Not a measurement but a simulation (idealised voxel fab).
You're looking at the process module voxel spacer lines.
The width of the displayed cross-section, cut, is 165 nm; its cells are square, with a size of 5 nm.
Just so we're on the same page, the cross-sections are grids of square cells, and they're listed out in bands top to bottom, each band one or more rows deep. It is stipulated that each band's entry specify, in nanometres, the height of the top of the band and then that of its bottom, followed by the materials of the band in left-to-right sequence, each together with its width in nanometres. A single material marked by the word "all across" is understood to fill the band from edge to edge; the word "empty" is understood to denote empty space. Height is counted from the level 0, under which the received wafer is composed throughout of one material. The lowest of the bands is not closed at the bottom but continues downward, in the notation "0 and below". The two numbers in a width such as "30 to 40" mark its ends across the band: the first belongs to the top row of cells, the second to the bottom row, and from each row to the next the width moves by the same amount. "left unchanged", as given for a step, is the statement that not any cell of the cross-section underwent a change during that step. The list in "Sealed internal voids" covers empty spaces of 8 cells or more that cannot reach the top through any open way, and it gives each as width x height at distance; the distance is from the left edge, and width, height and distance are in nm. Formally, on a step line, whatever follows the settings is a remark that the simulator itself makes on the step. The "overlay nm" setting may appear on a step's line; for a step that uses a mask, it gives how far to the right of its planned position the mask lay, and a negative value indicates the left.
## Steps planned for the process
1 RECEIVE [material Si]
2 CONFORMAL_DEP [material SiO2] [thk nm 5]
3 DIRECTIONAL_DEP [material W] [thk nm 20]
4 DIRECTIONAL_DEP [material polySi] [thk nm 30]
5 PATTERN [tone cover] [mask id MANDREL] [material resist] [width nm 20] [pitch nm 60] [thk nm 40] [overlay nm 0]
6 DIRECTIONAL_ETCH [etch materials polySi] [depth nm 30]
7 STRIP [etch materials resist]
8 CONFORMAL_DEP [material SiN] [thk nm 10]
9 DIRECTIONAL_ETCH [etch materials SiN] [depth nm 10]
10 STRIP [etch materials polySi]
11 DIRECTIONAL_ETCH [etch materials W] [depth nm 20]
12 STRIP [etch materials SiN]
## Received-state cross-section, reflecting completion of step 1
0 and below = Si all across
Sealed internal voids: none
## The first of the two wafers as seen in cross-section once the module was finished; processing followed the plan
25 down to 5 = empty: 30 | W: 10 | empty: 20 | W: 10 | empty: 20 | W: 10 | empty: 20 | W: 10 | empty: 35
5 down to 0 = SiO2 all across
0 and below = Si all across
Sealed internal voids: none
## Second wafer through the module, sectioned at the end: same beginning and same plan as the first wafer, with one mistake in carrying it out
25 down to 5 = empty: 30 | W: 40 | empty: 20 | W: 40 | empty: 35
5 down to 0 = SiO2 all across
0 and below = Si all across
Sealed internal voids: none
Here's what went sideways: steps 10 and 11 of the plan were run in the wrong order, each in the other's place
Looking at both finished wafers in cells, the second ends up ahead of or behind the first on some materials: +32 W
